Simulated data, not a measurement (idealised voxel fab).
You're looking at the process module voxel spacer lines.
FYI the section here is cut, 240 nm wide, cells are 5 nm squares.
If you're reading a cross-section in this doc, picture square cells in a grid; it comes to you as bands, top ones listed first down to the bottom, and a band can be one or more rows of cells. Within each band entry, the heights of the top and of the bottom of the band appear first, in that order and in nm; the materials of the band then follow from left to right, each with its corresponding width in nm. The designation "everywhere" on a single material indicates that it fills the band from edge to edge; the designation "empty" indicates empty space. All heights in this document are referenced to 0, defined as the level beneath which the wafer, as received, consists entirely of one material. The lowest band is not bounded below; it extends indefinitely downward and is written in the form "0 down". Quick explanation for "30->40": the width changes in equal steps down the rows of cells, from the first number in the band's top row to the second number in its bottom row. Where the words "no alteration" appear for a step, the cross-section shows no cell changed by that step; every cell remained as before. If an empty space has no open way to the top and is at least 8 cells in size, "Sealed internal voids" lists it, written width x height at distance, where distance is measured from the left edge and every value is in nm. That trailing text on a step's line, after the settings, is the simulator's own remark on the step. A step line may carry the setting "overlay nm", which, for steps involving a mask, states the distance by which the mask lay to the right of its intended position; negative values denote displacement to the left.

Intended process steps
1: op RECEIVE | material Si
2: op CONFORMAL_DEP | material Al2O3 | thk nm 5
3: op DIRECTIONAL_DEP | material SiN | thk nm 15
4: op DIRECTIONAL_DEP | material aC | thk nm 30
5: op PATTERN | tone cover | mask id MANDREL | material resist | width nm 15 | pitch nm 60 | thk nm 40 | overlay nm 0
6: op DIRECTIONAL_ETCH | etch materials aC | depth nm 30
7: op STRIP | etch materials resist
8: op CONFORMAL_DEP | material SiO2 | thk nm 15
9: op DIRECTIONAL_ETCH | etch materials SiO2 | depth nm 15
10: op STRIP | etch materials aC
11: op DIRECTIONAL_ETCH | etch materials SiN | depth nm 15
12: op STRIP | etch materials SiO2

The cross-section here shows the wafer as received, i.e. in its state after step 1
  0 down | Si everywhere
  Sealed internal voids: none

End-of-module cross-section. Starting structure and process plan as above; one mistake made in running it
  35 to 20 | 35 empty; 15 SiN; 15 empty; 15 SiN; 15 empty; 15 SiN; 15 empty; 15 SiN; 15 empty; 15 SiN; 15 empty; 15 SiN; 40 empty
  20 to 5 | SiN everywhere
  5 to 0 | Al2O3 everywhere
  0 down | Si everywhere
  Sealed internal voids: none
What went wrong in running the wafer? the plan had its step 3 run twice
